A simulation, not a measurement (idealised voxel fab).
You're looking at the process module voxel gate over fins.
Xsec cut, 240 nm wide, square cell size 5 nm.
In this document a cross-section is written as a grid of square cells. It is given as a series of bands, listed from the top down, and a band is one or more rows of cells.
It is stipulated that each band's entry specify, in nanometres, the height of the top of the band and then that of its bottom, followed by the materials of the band in left-to-right sequence, each together with its width in nanometres. A single material marked by the word "everywhere" is understood to fill the band from edge to edge; the word "empty" is understood to denote empty space.
For the purposes of this specification, 0 denotes the height below which the wafer in its as-received condition is composed wholly of one material, and the lowermost band, lacking a lower limit, extends downward without end, as expressed in "0 nm and below".
The two numbers in a width such as "30..40" mark its ends across the band: the first belongs to the top row of cells, the second to the bottom row, and from each row to the next the width moves by the same amount.
"changes: none" for a step: no cell of the cross-section changed in that step.
The list in "Unvented internal voids" covers empty spaces of 8 cells or more that cannot reach the top through any open way, and it gives each as width x height at distance; the distance is from the left edge, and width, height and distance are in nm.
Post-settings text on a step line: simulator's own remark regarding the step.
The optional step-line setting "overlay nm" applies to steps with a mask and quantifies how far to the right of its planned location the mask lay, a negative value indicating leftward placement.
Process steps - plan:
step 1: RECEIVE,material Si
step 2: CONFORMAL_DEP,material SiN,thk nm 5
step 3: PATTERN,tone cover,mask id FINS,material resist,width nm 15,pitch nm 55,thk nm 20,overlay nm 0
step 4: DIRECTIONAL_ETCH,etch materials SiN,depth nm 5
step 5: DIRECTIONAL_ETCH,etch materials Si,depth nm 35
step 6: STRIP,etch materials resist
step 7: OXIDIZE,depth nm 5
step 8: FILL_DEP,material SiO2,thk nm 15
step 9: CMP,height nm 0
step 10: MASKED_ETCH,tone open,mask id RAIL,width nm 15,etch materials SiO2,depth nm 35,overlay nm 0
step 11: CONFORMAL_DEP,material TiN,thk nm 5
step 12: FILL_DEP,material Ru,thk nm 10
step 13: CMP,height nm 5
step 14: SELECTIVE_ETCH,etch materials W Ru TiN,depth nm 25
step 15: FILL_DEP,material SiO2,thk nm 5
step 16: CMP,height nm 5
step 17: SELECTIVE_ETCH,etch materials SiO2,depth nm 15
step 18: STRIP,etch materials SiN
step 19: CONFORMAL_DEP,material HfO2,thk nm 5
step 20: CONFORMAL_DEP,material TiN,thk nm 5
step 21: CONFORMAL_DEP,material TiAl,thk nm 5
step 22: CONFORMAL_DEP,material TiN,thk nm 5
step 23: FILL_DEP,material W,thk nm 10
step 24: CMP,height nm 25
step 25: CONFORMAL_DEP,material SiCN,thk nm 10
Keep in mind the plan's value for the height nm of step 9 comes from the first wafer; the wafers don't share that setting, but they do share the same starting point.
So this is the first of several wafers, cross-sectioned as it came to us, meaning it's at the end of step 1:
    0 nm and below = Si everywhere
    Unvented internal voids: none
End of module, by wafer: material-by-material cell gain (+) or loss (-) since receipt, then closed voids:
height nm 0, +56 HfO2, +2 Ru, -368 Si, +96 SiCN, +267 SiO2, +56 TiAl, +119 TiN, +108 W, Unvented internal voids: none
height nm 5, +56 HfO2, +1 Ru, -368 Si, +96 SiCN, +270 SiO2, +56 TiAl, +117 TiN, +108 W, Unvented internal voids: none
height nm 10, +56 HfO2, -368 Si, +96 SiCN, +273 SiO2, +56 TiAl, +115 TiN, +108 W, Unvented internal voids: none
height nm 15, +56 HfO2, -368 Si, +96 SiCN, +276 SiO2, +56 TiAl, +112 TiN, +108 W, Unvented internal voids: none
height nm 20, +56 HfO2, -368 Si, +96 SiCN, +276 SiO2, +56 TiAl, +112 TiN, +108 W, Unvented internal voids: none
